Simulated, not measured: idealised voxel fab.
The process module that follows is named voxel wiring stack.
We display cut, a cross-section 300 nm in width whose square cells are each 5 nm.
Cross-section spec: square-cell grid; bands listed top down; each band is one or more rows.
In this notation a band is specified by the heights of its top and bottom, in that order and in nm, after which its materials appear from left to right, each paired with its width in nm. The word "all across" attached to a single material means that material fills the band from edge to edge; the word "blank" stands for empty space.
Height datum 0, below which the as-received substrate wafer is one material. Lowest band open at the bottom, running downward: "from 0 down".
When a width is written as two numbers, as in "30 to 40", the first number is the width in the top row of cells of the band and the second is the width in its bottom row, and the width changes by the same amount from each row to the next.
The cross-section has no changed cell in any step marked "nothing was modified".
Reported under the label "Entrapped void list" are the empty spaces having no open way to the top and comprising 8 cells or more; the notation for each is width x height at distance, in which the distance is measured from the left edge and all three values are in nm.
Anything after a step's settings on that line? It's the simulator's own note about the step.
What "overlay nm" on a step's line means: if the step has a mask, that mask lay this far to the right of its planned place, or, when the value is negative, to the left.
### Planned process steps
- 1: RECEIVE [material Si]
- 2: CONFORMAL_DEP [material SiO2] [thk nm 15]
- 3: CONFORMAL_DEP [material SiCN] [thk nm 5]
- 4: DIRECTIONAL_DEP [material lowk] [thk nm 15]
- 5: DIRECTIONAL_DEP [material aC] [thk nm 10]
- 6: PATTERN [tone open] [mask id METAL_1] [material resist] [width nm 25] [pitch nm 40] [thk nm 30] [overlay nm 0]
- 7: DIRECTIONAL_ETCH [etch materials aC] [depth nm 10]
- 8: STRIP [etch materials resist]
- 9: DIRECTIONAL_ETCH [etch materials lowk] [depth nm 15]
- 10: DIRECTIONAL_ETCH [etch materials SiCN] [depth nm 5]
- 11: STRIP [etch materials aC]
- 12: CONFORMAL_DEP [material TiN] [thk nm 5]
- 13: FILL_DEP [material Ru] [thk nm 10]
- 14: CMP [height nm 35]
- 15: EPI [material Ru] [thk nm 5]
- 16: FILL_DEP [material SiCN] [thk nm 5]
- 17: DIRECTIONAL_DEP [material lowk] [thk nm 15]
- 18: DIRECTIONAL_DEP [material aC] [thk nm 10]
- 19: PATTERN [tone open] [mask id PLUG_1] [material resist] [width nm 15] [pitch nm 40] [thk nm 25] [overlay nm 0]
- 20: DIRECTIONAL_ETCH [etch materials aC] [depth nm 10]
- 21: STRIP [etch materials resist]
- 22: DIRECTIONAL_ETCH [etch materials lowk] [depth nm 15]
- 23: DIRECTIONAL_ETCH [etch materials SiCN] [depth nm 5]
- 24: STRIP [etch materials aC]
- 25: EPI [material Ru] [thk nm 10]
- 26: EPI [material Ru] [thk nm 10]
- 27: DIRECTIONAL_DEP [material TiN] [thk nm 5]
- 28: DIRECTIONAL_DEP [material W] [thk nm 20]
- 29: PATTERN [tone cover] [mask id METAL_2] [material resist] [width nm 25] [pitch nm 40] [thk nm 15] [overlay nm 0]
- 30: DIRECTIONAL_ETCH [etch materials W] [depth nm 20]
- 31: DIRECTIONAL_ETCH [etch materials TiN] [depth nm 5]
- 32: STRIP [etch materials resist]
- 33: FILL_DEP [material SiO2] [thk nm 5]
- 34: CMP [height nm 85]
- 35: CONFORMAL_DEP [material SiCN] [thk nm 5]
- 36: DIRECTIONAL_DEP [material SiO2] [thk nm 35]
- 37: DIRECTIONAL_DEP [material aC] [thk nm 15]
- 38: PATTERN [tone open] [mask id METAL_3] [material resist] [width nm 25] [pitch nm 40] [thk nm 35] [overlay nm 0]
- 39: DIRECTIONAL_ETCH [etch materials aC] [depth nm 15]
- 40: STRIP [etch materials resist]
- 41: DIRECTIONAL_ETCH [etch materials SiO2] [depth nm 20]
- 42: STRIP [etch materials aC]
- 43: PATTERN [tone open] [mask id METAL_3_HOLES] [material resist] [width nm 15] [thk nm 15] [overlay nm 0]
- 44: DIRECTIONAL_ETCH [etch materials SiO2] [depth nm 15]
- 45: DIRECTIONAL_ETCH [etch materials SiCN] [depth nm 5]
- 46: STRIP [etch materials resist]
- 47: CONFORMAL_DEP [material TiN] [thk nm 5]
- 48: FILL_DEP [material Ru] [thk nm 10]
- 49: CMP [height nm 125]
- 50: CONFORMAL_DEP [material SiCN] [thk nm 5]
- 51: DIRECTIONAL_DEP [material lowk] [thk nm 25]
- 52: PATTERN [tone open] [mask id METAL_4_HOLES] [material resist] [width nm 15] [pitch nm 40] [thk nm 20] [overlay nm 0]
- 53: DIRECTIONAL_ETCH [etch materials lowk] [depth nm 25]
- 54: STRIP [etch materials resist]
- 55: PATTERN [tone open] [mask id METAL_4] [material resist] [width nm 25] [pitch nm 40] [thk nm 20] [overlay nm 0]
- 56: DIRECTIONAL_ETCH [etch materials lowk] [depth nm 15]
- 57: DIRECTIONAL_ETCH [etch materials SiCN] [depth nm 5]
- 58: STRIP [etch materials resist]
- 59: CONFORMAL_DEP [material TiN] [thk nm 5]
- 60: FILL_DEP [material Cu] [thk nm 5]
- 61: CMP [height nm 155]
- 62: CONFORMAL_DEP [material SiCN] [thk nm 5]
### Wafer, first of two, run as planned
### Delivered wafer in cross-section: state after step 1
from 0 down: Si all across
Entrapped void list: none
### Upon completion of step 2, the wafer appears in cross-section as shown
from 15 to 0: SiO2 all across
Under 0: no change, same as before.
### Upon completion of step 3, the wafer appears in cross-section as shown
from 20 to 15: SiCN all across
Under 15: no change, same as before.
### Upon completion of step 4, the wafer appears in cross-section as shown
from 35 to 20: lowk all across
Under 20: no change, same as before.
### Upon completion of step 5, the wafer appears in cross-section as shown
from 45 to 35: aC all across
Under 35: no change, same as before.
### Upon completion of step 6, the wafer appears in cross-section as shown
from 75 to 45: 115 of resist; 25 of blank; 15 of resist; 25 of blank; 120 of resist
Under 45: no change, same as before.
### Upon completion of step 7, the wafer appears in cross-section as shown
from 65 to 45: 115 of resist; 25 of blank; 15 of resist; 25 of blank; 120 of resist
from 45 to 35: 115 of aC; 25 of blank; 15 of aC; 25 of blank; 120 of aC
Under 35: no change, same as before.
### Upon completion of step 8, the wafer appears in cross-section as shown
from 45 to 35: 115 of aC; 25 of blank; 15 of aC; 25 of blank; 120 of aC
Under 35: no change, same as before.
### Upon completion of step 9, the wafer appears in cross-section as shown
from 45 to 35: 115 of aC; 25 of blank; 15 of aC; 25 of blank; 120 of aC
from 35 to 20: 115 of lowk; 25 of blank; 15 of lowk; 25 of blank; 120 of lowk
Under 20: no change, same as before.
### Upon completion of step 10, the wafer appears in cross-section as shown
from 45 to 35: 115 of aC; 25 of blank; 15 of aC; 25 of blank; 120 of aC
from 35 to 20: 115 of lowk; 25 of blank; 15 of lowk; 25 of blank; 120 of lowk
from 20 to 15: 115 of SiCN; 25 of blank; 15 of SiCN; 25 of blank; 120 of SiCN
Under 15: no change, same as before.
### Upon completion of step 11, the wafer appears in cross-section as shown
from 35 to 20: 115 of lowk; 25 of blank; 15 of lowk; 25 of blank; 120 of lowk
Under 20: no change, same as before.
### Upon completion of step 12, the wafer appears in cross-section as shown
from 40 to 35: 120 of TiN; 15 of blank; 25 of TiN; 15 of blank; 125 of TiN
from 35 to 20: 115 of lowk; 5 of TiN; 15 of blank; 5 of TiN; 15 of lowk; 5 of TiN; 15 of blank; 5 of TiN; 120 of lowk
from 20 to 15: 115 of SiCN; 25 of TiN; 15 of SiCN; 25 of TiN; 120 of SiCN
Under 15: no change, same as before.
### Upon completion of step 13, the wafer appears in cross-section as shown
from 50 to 40: Ru all across
from 40 to 35: 120 of TiN; 15 of Ru; 25 of TiN; 15 of Ru; 125 of TiN
from 35 to 20: 115 of lowk; 5 of TiN; 15 of Ru; 5 of TiN; 15 of lowk; 5 of TiN; 15 of Ru; 5 of TiN; 120 of lowk
Under 20: no change, same as before.
### Upon completion of step 14, the wafer appears in cross-section as shown
from 35 to 20: 115 of lowk; 5 of TiN; 15 of Ru; 5 of TiN; 15 of lowk; 5 of TiN; 15 of Ru; 5 of TiN; 120 of lowk
Under 20: no change, same as before.
### Upon completion of step 15, the wafer appears in cross-section as shown
from 40 to 35: 110 of blank; 35 of Ru; 5 of blank; 35 of Ru; 115 of blank
Under 35: no change, same as before.
### Upon completion of step 16, the wafer appears in cross-section as shown
from 45 to 40: SiCN all across
from 40 to 35: 110 of SiCN; 35 of Ru; 5 of SiCN; 35 of Ru; 115 of SiCN
Under 35: no change, same as before.
### Upon completion of step 17, the wafer appears in cross-section as shown
from 60 to 45: lowk all across
Under 45: no change, same as before.
### Upon completion of step 18, the wafer appears in cross-section as shown
from 70 to 60: aC all across
Under 60: no change, same as before.
### Upon completion of step 19, the wafer appears in cross-section as shown
from 95 to 70: 115 of resist; 15 of blank; 25 of resist; 15 of blank; 130 of resist
Under 70: no change, same as before.
### Upon completion of step 20, the wafer appears in cross-section as shown
from 85 to 70: 115 of resist; 15 of blank; 25 of resist; 15 of blank; 130 of resist
from 70 to 60: 115 of aC; 15 of blank; 25 of aC; 15 of blank; 130 of aC
Under 60: no change, same as before.
### Upon completion of step 21, the wafer appears in cross-section as shown
from 70 to 60: 115 of aC; 15 of blank; 25 of aC; 15 of blank; 130 of aC
Under 60: no change, same as before.
### Upon completion of step 22, the wafer appears in cross-section as shown
from 70 to 60: 115 of aC; 15 of blank; 25 of aC; 15 of blank; 130 of aC
from 60 to 45: 115 of lowk; 15 of blank; 25 of lowk; 15 of blank; 130 of lowk
Under 45: no change, same as before.
### Upon completion of step 23, the wafer appears in cross-section as shown
from 70 to 60: 115 of aC; 15 of blank; 25 of aC; 15 of blank; 130 of aC
from 60 to 45: 115 of lowk; 15 of blank; 25 of lowk; 15 of blank; 130 of lowk
from 45 to 40: 115 of SiCN; 15 of blank; 25 of SiCN; 15 of blank; 130 of SiCN
Under 40: no change, same as before.
### Upon completion of step 24, the wafer appears in cross-section as shown
from 60 to 45: 115 of lowk; 15 of blank; 25 of lowk; 15 of blank; 130 of lowk
Under 45: no change, same as before.
### Upon completion of step 25, the wafer appears in cross-section as shown
from 60 to 50: 115 of lowk; 15 of blank; 25 of lowk; 15 of blank; 130 of lowk
from 50 to 45: 115 of lowk; 15 of Ru; 25 of lowk; 15 of Ru; 130 of lowk
from 45 to 35: 115 to 110 of SiCN; 15 to 35 of Ru; 25 to 5 of SiCN; 15 to 35 of Ru; 130 to 115 of SiCN
Under 35: no change, same as before.
### Upon completion of step 26, the wafer appears in cross-section as shown
from 60 to 45: 115 of lowk; 15 of Ru; 25 of lowk; 15 of Ru; 130 of lowk
Under 45: no change, same as before.
### Upon completion of step 27, the wafer appears in cross-section as shown
from 65 to 60: TiN all across
Under 60: no change, same as before.
### Upon completion of step 28, the wafer appears in cross-section as shown
from 85 to 65: W all across
Under 65: no change, same as before.
### Upon completion of step 29, the wafer appears in cross-section as shown
from 100 to 85: 115 of blank; 25 of resist; 15 of blank; 25 of resist; 120 of blank
Under 85: no change, same as before.
### Upon completion of step 30, the wafer appears in cross-section as shown
from 100 to 85: 115 of blank; 25 of resist; 15 of blank; 25 of resist; 120 of blank
from 85 to 65: 115 of blank; 25 of W; 15 of blank; 25 of W; 120 of blank
Under 65: no change, same as before.
### Upon completion of step 31, the wafer appears in cross-section as shown
from 100 to 85: 115 of blank; 25 of resist; 15 of blank; 25 of resist; 120 of blank
from 85 to 65: 115 of blank; 25 of W; 15 of blank; 25 of W; 120 of blank
from 65 to 60: 115 of blank; 25 of TiN; 15 of blank; 25 of TiN; 120 of blank
Under 60: no change, same as before.
### Upon completion of step 32, the wafer appears in cross-section as shown
from 85 to 65: 115 of blank; 25 of W; 15 of blank; 25 of W; 120 of blank
Under 65: no change, same as before.
### Upon completion of step 33, the wafer appears in cross-section as shown
from 90 to 85: SiO2 all across
from 85 to 65: 115 of SiO2; 25 of W; 15 of SiO2; 25 of W; 120 of SiO2
from 65 to 60: 115 of SiO2; 25 of TiN; 15 of SiO2; 25 of TiN; 120 of SiO2
Under 60: no change, same as before.
### Upon completion of step 34, the wafer appears in cross-section as shown
from 85 to 65: 115 of SiO2; 25 of W; 15 of SiO2; 25 of W; 120 of SiO2
Under 65: no change, same as before.
### Upon completion of step 35, the wafer appears in cross-section as shown
from 90 to 85: SiCN all across
Under 85: no change, same as before.
### Upon completion of step 36, the wafer appears in cross-section as shown
from 125 to 90: SiO2 all across
Under 90: no change, same as before.
### Upon completion of step 37, the wafer appears in cross-section as shown
from 140 to 125: aC all across
Under 125: no change, same as before.
### Upon completion of step 38, the wafer appears in cross-section as shown
from 175 to 140: 115 of resist; 25 of blank; 15 of resist; 25 of blank; 120 of resist
Under 140: no change, same as before.
### Upon completion of step 39, the wafer appears in cross-section as shown
from 160 to 140: 115 of resist; 25 of blank; 15 of resist; 25 of blank; 120 of resist
from 140 to 125: 115 of aC; 25 of blank; 15 of aC; 25 of blank; 120 of aC
Under 125: no change, same as before.
### Upon completion of step 40, the wafer appears in cross-section as shown
from 140 to 125: 115 of aC; 25 of blank; 15 of aC; 25 of blank; 120 of aC
Under 125: no change, same as before.
### Upon completion of step 41, the wafer appears in cross-section as shown
from 140 to 125: 115 of aC; 25 of blank; 15 of aC; 25 of blank; 120 of aC
from 125 to 105: 115 of SiO2; 25 of blank; 15 of SiO2; 25 of blank; 120 of SiO2
Under 105: no change, same as before.
### Upon completion of step 42, the wafer appears in cross-section as shown
from 125 to 105: 115 of SiO2; 25 of blank; 15 of SiO2; 25 of blank; 120 of SiO2
Under 105: no change, same as before.
### Upon completion of step 43, the wafer appears in cross-section as shown
from 140 to 125: 115 of resist; 15 of blank; 170 of resist
from 125 to 105: 115 of SiO2; 15 of blank; 10 of resist; 15 of SiO2; 25 of resist; 120 of SiO2
Under 105: no change, same as before.
### Upon completion of step 44, the wafer appears in cross-section as shown
from 140 to 125: 115 of resist; 15 of blank; 170 of resist
from 125 to 105: 115 of SiO2; 15 of blank; 10 of resist; 15 of SiO2; 25 of resist; 120 of SiO2
from 105 to 90: 115 of SiO2; 15 of blank; 170 of SiO2
Under 90: no change, same as before.
### Upon completion of step 45, the wafer appears in cross-section as shown
from 140 to 125: 115 of resist; 15 of blank; 170 of resist
from 125 to 105: 115 of SiO2; 15 of blank; 10 of resist; 15 of SiO2; 25 of resist; 120 of SiO2
from 105 to 90: 115 of SiO2; 15 of blank; 170 of SiO2
from 90 to 85: 115 of SiCN; 15 of blank; 170 of SiCN
Under 85: no change, same as before.
### Upon completion of step 46, the wafer appears in cross-section as shown
from 125 to 105: 115 of SiO2; 25 of blank; 15 of SiO2; 25 of blank; 120 of SiO2
Under 105: no change, same as before.
### Upon completion of step 47, the wafer appears in cross-section as shown
from 130 to 125: 120 of TiN; 15 of blank; 25 of TiN; 15 of blank; 125 of TiN
from 125 to 110: 115 of SiO2; 5 of TiN; 15 of blank; 5 of TiN; 15 of SiO2; 5 of TiN; 15 of blank; 5 of TiN; 120 of SiO2
from 110 to 105: 115 of SiO2; 5 of TiN; 5 of blank; 15 of TiN; 15 of SiO2; 25 of TiN; 120 of SiO2
from 105 to 90: 115 of SiO2; 5 of TiN; 5 of blank; 5 of TiN; 170 of SiO2
from 90 to 85: 115 of SiCN; 15 of TiN; 170 of SiCN
Under 85: no change, same as before.
### Upon completion of step 48, the wafer appears in cross-section as shown
from 140 to 130: Ru all across
from 130 to 125: 120 of TiN; 15 of Ru; 25 of TiN; 15 of Ru; 125 of TiN
from 125 to 110: 115 of SiO2; 5 of TiN; 15 of Ru; 5 of TiN; 15 of SiO2; 5 of TiN; 15 of Ru; 5 of TiN; 120 of SiO2
from 110 to 105: 115 of SiO2; 5 of TiN; 5 of Ru; 15 of TiN; 15 of SiO2; 25 of TiN; 120 of SiO2
from 105 to 90: 115 of SiO2; 5 of TiN; 5 of Ru; 5 of TiN; 170 of SiO2
Under 90: no change, same as before.
### Upon completion of step 49, the wafer appears in cross-section as shown
from 125 to 110: 115 of SiO2; 5 of TiN; 15 of Ru; 5 of TiN; 15 of SiO2; 5 of TiN; 15 of Ru; 5 of TiN; 120 of SiO2
Under 110: no change, same as before.
### Upon completion of step 50, the wafer appears in cross-section as shown
from 130 to 125: SiCN all across
Under 125: no change, same as before.
### Upon completion of step 51, the wafer appears in cross-section as shown
from 155 to 130: lowk all across
Under 130: no change, same as before.
### Upon completion of step 52, the wafer appears in cross-section as shown
from 175 to 155: 115 of resist; 15 of blank; 25 of resist; 15 of blank; 130 of resist
Under 155: no change, same as before.
### Upon completion of step 53, the wafer appears in cross-section as shown
from 175 to 155: 115 of resist; 15 of blank; 25 of resist; 15 of blank; 130 of resist
from 155 to 130: 115 of lowk; 15 of blank; 25 of lowk; 15 of blank; 130 of lowk
Under 130: no change, same as before.
### Upon completion of step 54, the wafer appears in cross-section as shown
from 155 to 130: 115 of lowk; 15 of blank; 25 of lowk; 15 of blank; 130 of lowk
Under 130: no change, same as before.
### Upon completion of step 55, the wafer appears in cross-section as shown
from 175 to 155: 115 of resist; 25 of blank; 15 of resist; 25 of blank; 120 of resist
Under 155: no change, same as before.
### Upon completion of step 56, the wafer appears in cross-section as shown
from 175 to 155: 115 of resist; 25 of blank; 15 of resist; 25 of blank; 120 of resist
from 155 to 140: 115 of lowk; 25 of blank; 15 of lowk; 25 of blank; 120 of lowk
Under 140: no change, same as before.
### Upon completion of step 57, the wafer appears in cross-section as shown
from 175 to 155: 115 of resist; 25 of blank; 15 of resist; 25 of blank; 120 of resist
from 155 to 140: 115 of lowk; 25 of blank; 15 of lowk; 25 of blank; 120 of lowk
from 140 to 130: 115 of lowk; 15 of blank; 25 of lowk; 15 of blank; 130 of lowk
from 130 to 125: 115 of SiCN; 15 of blank; 25 of SiCN; 15 of blank; 130 of SiCN
Under 125: no change, same as before.
### Upon completion of step 58, the wafer appears in cross-section as shown
from 155 to 140: 115 of lowk; 25 of blank; 15 of lowk; 25 of blank; 120 of lowk
Under 140: no change, same as before.
### Upon completion of step 59, the wafer appears in cross-section as shown
from 160 to 155: 120 of TiN; 15 of blank; 25 of TiN; 15 of blank; 125 of TiN
from 155 to 145: 115 of lowk; 5 of TiN; 15 of blank; 5 of TiN; 15 of lowk; 5 of TiN; 15 of blank; 5 of TiN; 120 of lowk
from 145 to 140: 115 of lowk; 5 of TiN; 5 of blank; 15 of TiN; 15 of lowk; 5 of TiN; 5 of blank; 15 of TiN; 120 of lowk
from 140 to 130: 115 of lowk; 5 of TiN; 5 of blank; 5 of TiN; 25 of lowk; 5 of TiN; 5 of blank; 5 of TiN; 130 of lowk
from 130 to 125: 115 of SiCN; 15 of TiN; 25 of SiCN; 15 of TiN; 130 of SiCN
Under 125: no change, same as before.
### Upon completion of step 60, the wafer appears in cross-section as shown
from 165 to 160: Cu all across
from 160 to 155: 120 of TiN; 15 of Cu; 25 of TiN; 15 of Cu; 125 of TiN
from 155 to 145: 115 of lowk; 5 of TiN; 15 of Cu; 5 of TiN; 15 of lowk; 5 of TiN; 15 of Cu; 5 of TiN; 120 of lowk
from 145 to 140: 115 of lowk; 5 of TiN; 5 of Cu; 15 of TiN; 15 of lowk; 5 of TiN; 5 of Cu; 15 of TiN; 120 of lowk
from 140 to 130: 115 of lowk; 5 of TiN; 5 of Cu; 5 of TiN; 25 of lowk; 5 of TiN; 5 of Cu; 5 of TiN; 130 of lowk
Under 130: no change, same as before.
### Upon completion of step 61, the wafer appears in cross-section as shown
from 155 to 145: 115 of lowk; 5 of TiN; 15 of Cu; 5 of TiN; 15 of lowk; 5 of TiN; 15 of Cu; 5 of TiN; 120 of lowk
Under 145: no change, same as before.
### Upon completion of step 62, the wafer appears in cross-section as shown
from 160 to 155: SiCN all across
Under 155: no change, same as before.
### The second wafer: identical to the first at the outset and in its planned sequence, differing only in that one mistake was made during processing; up to and including step 40, its path is the first wafer's path
### Second wafer at the planned finish of step 41, seen in cross-section
from 140 to 125: 115 of aC; 25 of blank; 15 of aC; 25 of blank; 120 of aC
from 125 to 100: 115 of SiO2; 25 of blank; 15 of SiO2; 25 of blank; 120 of SiO2
Under 100: no change, same as before.
### Second wafer at the planned finish of step 42, seen in cross-section
from 125 to 100: 115 of SiO2; 25 of blank; 15 of SiO2; 25 of blank; 120 of SiO2
Under 100: no change, same as before.
### Second wafer at the planned finish of step 43, seen in cross-section
from 140 to 125: 115 of resist; 15 of blank; 170 of resist
from 125 to 100: 115 of SiO2; 15 of blank; 10 of resist; 15 of SiO2; 25 of resist; 120 of SiO2
Under 100: no change, same as before.
### Second wafer at the planned finish of step 44, seen in cross-section
from 140 to 125: 115 of resist; 15 of blank; 170 of resist
from 125 to 100: 115 of SiO2; 15 of blank; 10 of resist; 15 of SiO2; 25 of resist; 120 of SiO2
from 100 to 90: 115 of SiO2; 15 of blank; 170 of SiO2
Under 90: no change, same as before.
### Second wafer at the planned finish of step 45, seen in cross-section
from 140 to 125: 115 of resist; 15 of blank; 170 of resist
from 125 to 100: 115 of SiO2; 15 of blank; 10 of resist; 15 of SiO2; 25 of resist; 120 of SiO2
from 100 to 90: 115 of SiO2; 15 of blank; 170 of SiO2
from 90 to 85: 115 of SiCN; 15 of blank; 170 of SiCN
Under 85: no change, same as before.
### Second wafer at the planned finish of step 46, seen in cross-section
from 125 to 100: 115 of SiO2; 25 of blank; 15 of SiO2; 25 of blank; 120 of SiO2
Under 100: no change, same as before.
### Second wafer at the planned finish of step 47, seen in cross-section
from 130 to 125: 120 of TiN; 15 of blank; 25 of TiN; 15 of blank; 125 of TiN
from 125 to 105: 115 of SiO2; 5 of TiN; 15 of blank; 5 of TiN; 15 of SiO2; 5 of TiN; 15 of blank; 5 of TiN; 120 of SiO2
from 105 to 100: 115 of SiO2; 5 of TiN; 5 of blank; 15 of TiN; 15 of SiO2; 25 of TiN; 120 of SiO2
from 100 to 90: 115 of SiO2; 5 of TiN; 5 of blank; 5 of TiN; 170 of SiO2
from 90 to 85: 115 of SiCN; 15 of TiN; 170 of SiCN
Under 85: no change, same as before.
### Second wafer at the planned finish of step 48, seen in cross-section
from 140 to 130: Ru all across
from 130 to 125: 120 of TiN; 15 of Ru; 25 of TiN; 15 of Ru; 125 of TiN
from 125 to 105: 115 of SiO2; 5 of TiN; 15 of Ru; 5 of TiN; 15 of SiO2; 5 of TiN; 15 of Ru; 5 of TiN; 120 of SiO2
from 105 to 100: 115 of SiO2; 5 of TiN; 5 of Ru; 15 of TiN; 15 of SiO2; 25 of TiN; 120 of SiO2
from 100 to 90: 115 of SiO2; 5 of TiN; 5 of Ru; 5 of TiN; 170 of SiO2
Under 90: no change, same as before.
### Second wafer at the planned finish of step 49, seen in cross-section
from 125 to 105: 115 of SiO2; 5 of TiN; 15 of Ru; 5 of TiN; 15 of SiO2; 5 of TiN; 15 of Ru; 5 of TiN; 120 of SiO2
Under 105: no change, same as before.
### Second wafer at the planned finish of step 50, seen in cross-section
from 130 to 125: SiCN all across
Under 125: no change, same as before.
### Second wafer at the planned finish of step 51, seen in cross-section
from 155 to 130: lowk all across
Under 130: no change, same as before.
### Second wafer at the planned finish of step 52, seen in cross-section
from 175 to 155: 115 of resist; 15 of blank; 25 of resist; 15 of blank; 130 of resist
Under 155: no change, same as before.
### Second wafer at the planned finish of step 53, seen in cross-section
from 175 to 155: 115 of resist; 15 of blank; 25 of resist; 15 of blank; 130 of resist
from 155 to 130: 115 of lowk; 15 of blank; 25 of lowk; 15 of blank; 130 of lowk
Under 130: no change, same as before.
### Second wafer at the planned finish of step 54, seen in cross-section
from 155 to 130: 115 of lowk; 15 of blank; 25 of lowk; 15 of blank; 130 of lowk
Under 130: no change, same as before.
### Second wafer at the planned finish of step 55, seen in cross-section
from 175 to 155: 115 of resist; 25 of blank; 15 of resist; 25 of blank; 120 of resist
Under 155: no change, same as before.
### Second wafer at the planned finish of step 56, seen in cross-section
from 175 to 155: 115 of resist; 25 of blank; 15 of resist; 25 of blank; 120 of resist
from 155 to 140: 115 of lowk; 25 of blank; 15 of lowk; 25 of blank; 120 of lowk
Under 140: no change, same as before.
### Second wafer at the planned finish of step 57, seen in cross-section
from 175 to 155: 115 of resist; 25 of blank; 15 of resist; 25 of blank; 120 of resist
from 155 to 140: 115 of lowk; 25 of blank; 15 of lowk; 25 of blank; 120 of lowk
from 140 to 130: 115 of lowk; 15 of blank; 25 of lowk; 15 of blank; 130 of lowk
from 130 to 125: 115 of SiCN; 15 of blank; 25 of SiCN; 15 of blank; 130 of SiCN
Under 125: no change, same as before.
### Second wafer at the planned finish of step 58, seen in cross-section
from 155 to 140: 115 of lowk; 25 of blank; 15 of lowk; 25 of blank; 120 of lowk
Under 140: no change, same as before.
### Second wafer at the planned finish of step 59, seen in cross-section
from 160 to 155: 120 of TiN; 15 of blank; 25 of TiN; 15 of blank; 125 of TiN
from 155 to 145: 115 of lowk; 5 of TiN; 15 of blank; 5 of TiN; 15 of lowk; 5 of TiN; 15 of blank; 5 of TiN; 120 of lowk
from 145 to 140: 115 of lowk; 5 of TiN; 5 of blank; 15 of TiN; 15 of lowk; 5 of TiN; 5 of blank; 15 of TiN; 120 of lowk
from 140 to 130: 115 of lowk; 5 of TiN; 5 of blank; 5 of TiN; 25 of lowk; 5 of TiN; 5 of blank; 5 of TiN; 130 of lowk
from 130 to 125: 115 of SiCN; 15 of TiN; 25 of SiCN; 15 of TiN; 130 of SiCN
Under 125: no change, same as before.
### Second wafer at the planned finish of step 60, seen in cross-section
from 165 to 160: Cu all across
from 160 to 155: 120 of TiN; 15 of Cu; 25 of TiN; 15 of Cu; 125 of TiN
from 155 to 145: 115 of lowk; 5 of TiN; 15 of Cu; 5 of TiN; 15 of lowk; 5 of TiN; 15 of Cu; 5 of TiN; 120 of lowk
from 145 to 140: 115 of lowk; 5 of TiN; 5 of Cu; 15 of TiN; 15 of lowk; 5 of TiN; 5 of Cu; 15 of TiN; 120 of lowk
from 140 to 130: 115 of lowk; 5 of TiN; 5 of Cu; 5 of TiN; 25 of lowk; 5 of TiN; 5 of Cu; 5 of TiN; 130 of lowk
Under 130: no change, same as before.
### Second wafer at the planned finish of step 61, seen in cross-section
from 155 to 145: 115 of lowk; 5 of TiN; 15 of Cu; 5 of TiN; 15 of lowk; 5 of TiN; 15 of Cu; 5 of TiN; 120 of lowk
Under 145: no change, same as before.
### Second wafer at the planned finish of step 62, seen in cross-section
from 160 to 155: SiCN all across
Under 155: no change, same as before.
Against the plan, the run slipped here: off-plan run, step 41, actual operation and settings DIRECTIONAL_ETCH [etch materials SiO2] [depth nm 25]
Final comparison by cell count, materials where the second wafer has more or fewer than the first: Ru: 5 more, SiO2: 7 fewer, TiN: 2 more
